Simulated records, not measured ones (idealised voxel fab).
process module | voxel quadruple lines
cross-section cut | 155 nm wide | cells 5 nm
A cross-section is a grid of square cells, given in bands from the top down. A band is one or more rows of cells.
Each band's line starts with the height of the band's top and of its bottom, in nm. Then come its materials from left to right, each with its width in nm. One material with "throughout" fills the band from edge to edge. "air" is empty space.
Height 0 is the level under which the wafer as received is all one material. The lowest band goes on downwards, as in "0 down".
A width such as "30 to 40" changes by the same amount from each row of cells to the next, from the band's top row to its bottom row.
"no change" after a step means that no cell of the cross-section changed.
closed voids: empty space of 8 cells or more with no open way to the top, each as width x height at its distance from the left edge, in nm
after a step's settings: what the simulator itself notes on the step
overlay nm, on a step with a mask: how far to the right of its planned place the mask lay; to the left if negative
plan
1 op RECEIVE | material Si
2 op CONFORMAL_DEP | material SiO2 | thk nm 5
3 op DIRECTIONAL_DEP | material W | thk nm 10
4 op DIRECTIONAL_DEP | material polySi | thk nm 15
5 op DIRECTIONAL_DEP | material aC | thk nm 20
6 op PATTERN | tone cover | mask id MANDREL | material resist | width nm 35 | thk nm 30 | overlay nm 0
7 op DIRECTIONAL_ETCH | etch materials aC | depth nm 20
8 op STRIP | etch materials resist
9 op CONFORMAL_DEP | material SiO2 | thk nm 15
10 op DIRECTIONAL_ETCH | etch materials SiO2 | depth nm 15
11 op STRIP | etch materials aC
12 op DIRECTIONAL_ETCH | etch materials polySi | depth nm 15
13 op STRIP | etch materials SiO2
14 op CONFORMAL_DEP | material SiCN | thk nm 10
15 op DIRECTIONAL_ETCH | etch materials SiCN | depth nm 10
16 op STRIP | etch materials polySi
17 op DIRECTIONAL_ETCH | etch materials W | depth nm 10
18 op STRIP | etch materials SiCN
first wafer, as planned
as received, after step 1
  0 down: Si throughout
  closed voids: none
after step 2
  5 to 0: SiO2 throughout
  below 0: unchanged
after step 3
  15 to 5: W throughout
  below 5: unchanged
after step 4
  30 to 15: polySi throughout
  below 15: unchanged
after step 5
  50 to 30: aC throughout
  below 30: unchanged
after step 6
  80 to 50: air 60 | resist 35 | air 60
  below 50: unchanged
after step 7
  60 to 50: air 60 | resist 35 | air 60
  50 to 30: air 60 | aC 35 | air 60
  below 30: unchanged
after step 8
  50 to 30: air 60 | aC 35 | air 60
  below 30: unchanged
after step 9
  65 to 50: air 45 | SiO2 65 | air 45
  50 to 45: air 45 | SiO2 15 | aC 35 | SiO2 15 | air 45
  45 to 30: SiO2 60 | aC 35 | SiO2 60
  below 30: unchanged
after step 10
  50 to 30: air 45 | SiO2 15 | aC 35 | SiO2 15 | air 45
  below 30: unchanged
after step 11
  50 to 30: air 45 | SiO2 15 | air 35 | SiO2 15 | air 45
  below 30: unchanged
after step 12
  50 to 30: air 45 | SiO2 15 | air 35 | SiO2 15 | air 45
  30 to 15: air 45 | polySi 15 | air 35 | polySi 15 | air 45
  below 15: unchanged
after step 13
  30 to 15: air 45 | polySi 15 | air 35 | polySi 15 | air 45
  below 15: unchanged
after step 14
  40 to 30: air 35 | SiCN 35 | air 15 | SiCN 35 | air 35
  30 to 25: air 35 | SiCN 10 | polySi 15 | SiCN 10 | air 15 | SiCN 10 | polySi 15 | SiCN 10 | air 35
  25 to 15: SiCN 45 | polySi 15 | SiCN 35 | polySi 15 | SiCN 45
  below 15: unchanged
after step 15
  30 to 15: air 35 | SiCN 10 | polySi 15 | SiCN 10 | air 15 | SiCN 10 | polySi 15 | SiCN 10 | air 35
  below 15: unchanged
after step 16
  30 to 15: air 35 | SiCN 10 | air 15 | SiCN 10 | air 15 | SiCN 10 | air 15 | SiCN 10 | air 35
  below 15: unchanged
after step 17
  30 to 15: air 35 | SiCN 10 | air 15 | SiCN 10 | air 15 | SiCN 10 | air 15 | SiCN 10 | air 35
  15 to 5: air 35 | W 10 | air 15 | W 10 | air 15 | W 10 | air 15 | W 10 | air 35
  below 5: unchanged
after step 18
  15 to 5: air 35 | W 10 | air 15 | W 10 | air 15 | W 10 | air 15 | W 10 | air 35
  below 5: unchanged
second wafer: like start, like plan, one mistake. Through step 5 it matches the first wafer
when step 6 should have ended
  80 to 50: resist 60 | air 35 | resist 60
  below 50: unchanged
when step 7 should have ended
  60 to 50: resist 60 | air 35 | resist 60
  50 to 30: aC 60 | air 35 | aC 60
  below 30: unchanged
when step 8 should have ended
  50 to 30: aC 60 | air 35 | aC 60
  below 30: unchanged
when step 9 should have ended
  65 to 50: SiO2 75 | air 5 | SiO2 75
  50 to 45: aC 60 | SiO2 15 | air 5 | SiO2 15 | aC 60
  45 to 30: aC 60 | SiO2 35 | aC 60
  below 30: unchanged
when step 10 should have ended
  50 to 30: aC 60 | SiO2 15 | air 5 | SiO2 15 | aC 60
  below 30: unchanged
when step 11 should have ended
  50 to 30: air 60 | SiO2 15 | air 5 | SiO2 15 | air 60
  below 30: unchanged
when step 12 should have ended
  50 to 30: air 60 | SiO2 15 | air 5 | SiO2 15 | air 60
  30 to 15: air 60 | polySi 15 | air 5 | polySi 15 | air 60
  below 15: unchanged
when step 13 should have ended
  30 to 15: air 60 | polySi 15 | air 5 | polySi 15 | air 60
  below 15: unchanged
when step 14 should have ended
  40 to 30: air 50 | SiCN 55 | air 50
  30 to 25: air 50 | SiCN 10 | polySi 15 | SiCN 5 | polySi 15 | SiCN 10 | air 50
  25 to 15: SiCN 60 | polySi 15 | SiCN 5 | polySi 15 | SiCN 60
  below 15: unchanged
when step 15 should have ended
  30 to 15: air 50 | SiCN 10 | polySi 15 | SiCN 5 | polySi 15 | SiCN 10 | air 50
  below 15: unchanged
when step 16 should have ended
  30 to 15: air 50 | SiCN 10 | air 15 | SiCN 5 | air 15 | SiCN 10 | air 50
  below 15: unchanged
when step 17 should have ended
  30 to 15: air 50 | SiCN 10 | air 15 | SiCN 5 | air 15 | SiCN 10 | air 50
  15 to 5: air 50 | W 10 | air 15 | W 5 | air 15 | W 10 | air 50
  below 5: unchanged
when step 18 should have ended
  15 to 5: air 50 | W 10 | air 15 | W 5 | air 15 | W 10 | air 50
  below 5: unchanged
what went wrong: step 6 ran as: op PATTERN | tone open | mask id MANDREL | material resist | width nm 35 | thk nm 30 | overlay nm 0
at the end the second wafer has, in cells: 6 fewer of W
